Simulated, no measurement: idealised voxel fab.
Documented hereafter: the process module known as voxel gate over fins.
Square cells of 5 nm make up the cross-section cut, whose width is 190 nm.
Cross-section spec: square-cell grid; bands listed top down; each band is one or more rows. Band: top and bottom heights (nm) first, top before bottom; then materials from left to right, widths in nm. "throughout" marks a sole material filling the band edge to edge. "empty" denotes empty space. Height reference: 0 = level under which incoming wafer is all one material. Lowest band: no bottom, runs on downward, e.g. "0 down". Per-row width for "30..40": begins at first number (top row of band), ends at second number (bottom row), increment between rows held constant. When a step is marked "nothing altered", none of the cells in the cross-section changed during that step. Reported under the label "Closed void entries" are the empty spaces having no open way to the top and comprising 8 cells or more; the notation for each is width x height at distance, in which the distance is measured from the left edge and all three values are in nm. If you see something after the settings on a step's line, that's the simulator's own remark about that step. overlay nm: for a step with a mask, the amount by which the mask lay right of where it was planned; a negative amount means left of it.

### Intended process steps
1: op RECEIVE | material Si
2: op CONFORMAL_DEP | material SiN | thk nm 10
3: op DIRECTIONAL_DEP | material aC | thk nm 15
4: op PATTERN | tone cover | mask id FINS | material resist | width nm 15 | pitch nm 40 | thk nm 30 | overlay nm 0
5: op DIRECTIONAL_ETCH | etch materials aC | depth nm 15
6: op STRIP | etch materials resist
7: op DIRECTIONAL_ETCH | etch materials SiN | depth nm 10
8: op DIRECTIONAL_ETCH | etch materials Si | depth nm 30
9: op STRIP | etch materials aC
10: op FILL_DEP | material SiO2 | thk nm 10
11: op CMP | height nm 10
12: op SELECTIVE_ETCH | etch materials SiO2 | depth nm 25
13: op STRIP | etch materials SiN
14: op CONFORMAL_DEP | material HfO2 | thk nm 5
15: op CONFORMAL_DEP | material TiN | thk nm 5
16: op CONFORMAL_DEP | material TiAl | thk nm 5
17: op CONFORMAL_DEP | material TiN | thk nm 5
18: op FILL_DEP | material W | thk nm 10
19: op CMP | height nm 25
20: op CONFORMAL_DEP | material SiCN | thk nm 5

### Wafer as received: cross-section following step 1
    0 down  Si throughout
    Closed void entries: none

### Cross-section taken at module completion on the first of two wafers; processed per the plan
    30 to 25  SiCN throughout
    25 to 20  W throughout
    20 to 15  W 25 nm, then TiN 135 nm, then W 30 nm
    15 to 10  W 25 nm, then TiN 5 nm, then TiAl 125 nm, then TiN 5 nm, then W 30 nm
    10 to 5  W 25 nm, then TiN 5 nm, then TiAl 5 nm, then TiN 35 nm, then TiAl 5 nm, then TiN 35 nm, then TiAl 5 nm, then TiN 35 nm, then TiAl 5 nm, then TiN 5 nm, then W 30 nm
    5 to 0  TiN 30 nm, then TiAl 5 nm, then TiN 5 nm, then HfO2 25 nm, then TiN 5 nm, then TiAl 5 nm, then TiN 5 nm, then HfO2 25 nm, then TiN 5 nm, then TiAl 5 nm, then TiN 5 nm, then HfO2 25 nm, then TiN 5 nm, then TiAl 5 nm, then TiN 35 nm
    0 to -5  TiAl 35 nm, then TiN 5 nm, then HfO2 5 nm, then Si 15 nm, then HfO2 5 nm, then TiN 5 nm, then TiAl 5 nm, then TiN 5 nm, then HfO2 5 nm, then Si 15 nm, then HfO2 5 nm, then TiN 5 nm, then TiAl 5 nm, then TiN 5 nm, then HfO2 5 nm, then Si 15 nm, then HfO2 5 nm, then TiN 5 nm, then TiAl 40 nm
    -5 to -10  TiN 40 nm, then HfO2 5 nm, then Si 15 nm, then HfO2 5 nm, then TiN 15 nm, then HfO2 5 nm, then Si 15 nm, then HfO2 5 nm, then TiN 15 nm, then HfO2 5 nm, then Si 15 nm, then HfO2 5 nm, then TiN 45 nm
    -10 to -15  HfO2 45 nm, then Si 15 nm, then HfO2 25 nm, then Si 15 nm, then HfO2 25 nm, then Si 15 nm, then HfO2 50 nm
    -15 to -30  SiO2 45 nm, then Si 15 nm, then SiO2 25 nm, then Si 15 nm, then SiO2 25 nm, then Si 15 nm, then SiO2 50 nm
    -30 down  Si throughout
    Closed void entries: none

### Now the second wafer, cross-sectioned at the end of the module. Nothing different at the start, nothing different in the plan compared with the first, just one mistake when it was actually run
    30 to 25  SiCN throughout
    25 to 15  W throughout
    15 to 10  W 30 nm, then TiN 125 nm, then W 35 nm
    10 to 5  W 30 nm, then TiN 5 nm, then TiAl 35 nm, then TiN 5 nm, then TiAl 35 nm, then TiN 5 nm, then TiAl 35 nm, then TiN 5 nm, then W 35 nm
    5 to 0  W 30 nm, then TiN 5 nm, then TiAl 5 nm, then HfO2 25 nm, then TiAl 5 nm, then TiN 5 nm, then TiAl 5 nm, then HfO2 25 nm, then TiAl 5 nm, then TiN 5 nm, then TiAl 5 nm, then HfO2 25 nm, then TiAl 5 nm, then TiN 5 nm, then W 35 nm
    0 to -5  TiN 35 nm, then TiAl 5 nm, then HfO2 5 nm, then Si 15 nm, then HfO2 5 nm, then TiAl 5 nm, then TiN 5 nm, then TiAl 5 nm, then HfO2 5 nm, then Si 15 nm, then HfO2 5 nm, then TiAl 5 nm, then TiN 5 nm, then TiAl 5 nm, then HfO2 5 nm, then Si 15 nm, then HfO2 5 nm, then TiAl 5 nm, then TiN 40 nm
    -5 to -10  TiAl 40 nm, then HfO2 5 nm, then Si 15 nm, then HfO2 5 nm, then TiAl 15 nm, then HfO2 5 nm, then Si 15 nm, then HfO2 5 nm, then TiAl 15 nm, then HfO2 5 nm, then Si 15 nm, then HfO2 5 nm, then TiAl 45 nm
    -10 to -15  HfO2 45 nm, then Si 15 nm, then HfO2 25 nm, then Si 15 nm, then HfO2 25 nm, then Si 15 nm, then HfO2 50 nm
    -15 to -30  SiO2 45 nm, then Si 15 nm, then SiO2 25 nm, then Si 15 nm, then SiO2 25 nm, then Si 15 nm, then SiO2 50 nm
    -30 down  Si throughout
    Closed void entries: none
Finding, execution versus plan: plan step 15 skipped
End of process, cell counts, second wafer against first, materials with more or fewer: TiAl: 6 more | TiN: 50 fewer | W: 44 more
